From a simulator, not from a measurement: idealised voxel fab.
Proc. module: voxel trench capacitor
This is section cut - it's 250 nm across, gridded in 5 nm square cells.
We lay out every cross-section as a grid of square cells and spell it out in bands from the top down, where one band means one or more rows of cells. Band: top height; bottom height; in nm. Then, left to right: material with width in nm, for each material. "throughout": a single material spanning edge to edge. "empty": empty space. Heights from 0 (as-received wafer is one material below). Bottom band endless downward, as "from 0 down". Read "30 to 40" as a graded width: first number on top, second number at the bottom, same change between each pair of neighbouring rows. "remained unchanged", as given for a step, is the statement that not any cell of the cross-section underwent a change during that step. Entry "Closed internal voids". Content: empty spaces with no open connection to the top, size 8 cells or greater. Each: width x height at distance. Distance: from left edge. Unit: nm. after a step's settings: what the simulator itself notes on the step. overlay nm: where the mask lay relative to plan, measured to the right, on steps with a mask; negatives go left.

Below is the list of planned process steps:
1. RECEIVE: material Si
2. CONFORMAL_DEP: material SiN, thk nm 10
3. PATTERN: tone open, mask id TRENCH, material resist, width nm 30, pitch nm 55, thk nm 15, overlay nm 0
4. DIRECTIONAL_ETCH: etch materials SiN, depth nm 10
5. DIRECTIONAL_ETCH: etch materials Si, depth nm 40
6. STRIP: etch materials resist
7. CONFORMAL_DEP: material Al2O3, thk nm 5
8. CONFORMAL_DEP: material TiN, thk nm 5
9. FILL_DEP: material W, thk nm 5
10. CMP: height nm 10

Cross-section: wafer on arrival = after step 1:
	from 0 down | Si throughout
	Closed internal voids: none

End-of-module XS, first of two wafers, run as planned:
	from 10 to 0 | SiN=25, Al2O3=5, TiN=5, W=10, TiN=5, Al2O3=5, SiN=25, Al2O3=5, TiN=5, W=10, TiN=5, Al2O3=5, SiN=25, Al2O3=5, TiN=5, W=10, TiN=5, Al2O3=5, SiN=25, Al2O3=5, TiN=5, W=10, TiN=5, Al2O3=5, SiN=30
	from 0 to -30 | Si=25, Al2O3=5, TiN=5, W=10, TiN=5, Al2O3=5, Si=25, Al2O3=5, TiN=5, W=10, TiN=5, Al2O3=5, Si=25, Al2O3=5, TiN=5, W=10, TiN=5, Al2O3=5, Si=25, Al2O3=5, TiN=5, W=10, TiN=5, Al2O3=5, Si=30
	from -30 to -35 | Si=25, Al2O3=5, TiN=20, Al2O3=5, Si=25, Al2O3=5, TiN=20, Al2O3=5, Si=25, Al2O3=5, TiN=20, Al2O3=5, Si=25, Al2O3=5, TiN=20, Al2O3=5, Si=30
	from -35 to -40 | Si=25, Al2O3=30, Si=25, Al2O3=30, Si=25, Al2O3=30, Si=25, Al2O3=30, Si=30
	from -40 down | Si throughout
	Closed internal voids: none

Wafer two (of two), end-of-module cross-section: start = wafer one, plan = wafer one, one run mistake:
	from 25 to 20 | W throughout
	from 20 to 15 | TiN=35, W=10, TiN=45, W=10, TiN=45, W=10, TiN=45, W=10, TiN=40
	from 15 to 10 | Al2O3=30, TiN=5, W=10, TiN=5, Al2O3=35, TiN=5, W=10, TiN=5, Al2O3=35, TiN=5, W=10, TiN=5, Al2O3=35, TiN=5, W=10, TiN=5, Al2O3=35
	from 10 to 0 | SiN=25, Al2O3=5, TiN=5, W=10, TiN=5, Al2O3=5, SiN=25, Al2O3=5, TiN=5, W=10, TiN=5, Al2O3=5, SiN=25, Al2O3=5, TiN=5, W=10, TiN=5, Al2O3=5, SiN=25, Al2O3=5, TiN=5, W=10, TiN=5, Al2O3=5, SiN=30
	from 0 to -30 | Si=25, Al2O3=5, TiN=5, W=10, TiN=5, Al2O3=5, Si=25, Al2O3=5, TiN=5, W=10, TiN=5, Al2O3=5, Si=25, Al2O3=5, TiN=5, W=10, TiN=5, Al2O3=5, Si=25, Al2O3=5, TiN=5, W=10, TiN=5, Al2O3=5, Si=30
	from -30 to -35 | Si=25, Al2O3=5, TiN=20, Al2O3=5, Si=25, Al2O3=5, TiN=20, Al2O3=5, Si=25, Al2O3=5, TiN=20, Al2O3=5, Si=25, Al2O3=5, TiN=20, Al2O3=5, Si=30
	from -35 to -40 | Si=25, Al2O3=30, Si=25, Al2O3=30, Si=25, Al2O3=30, Si=25, Al2O3=30, Si=30
	from -40 down | Si throughout
	Closed internal voids: none
What broke from the plan during processing? step 10 of the plan was excluded from execution and never run
at the end the second wafer has, in cells: Al2O3: 34 more; TiN: 50 more; W: 66 more
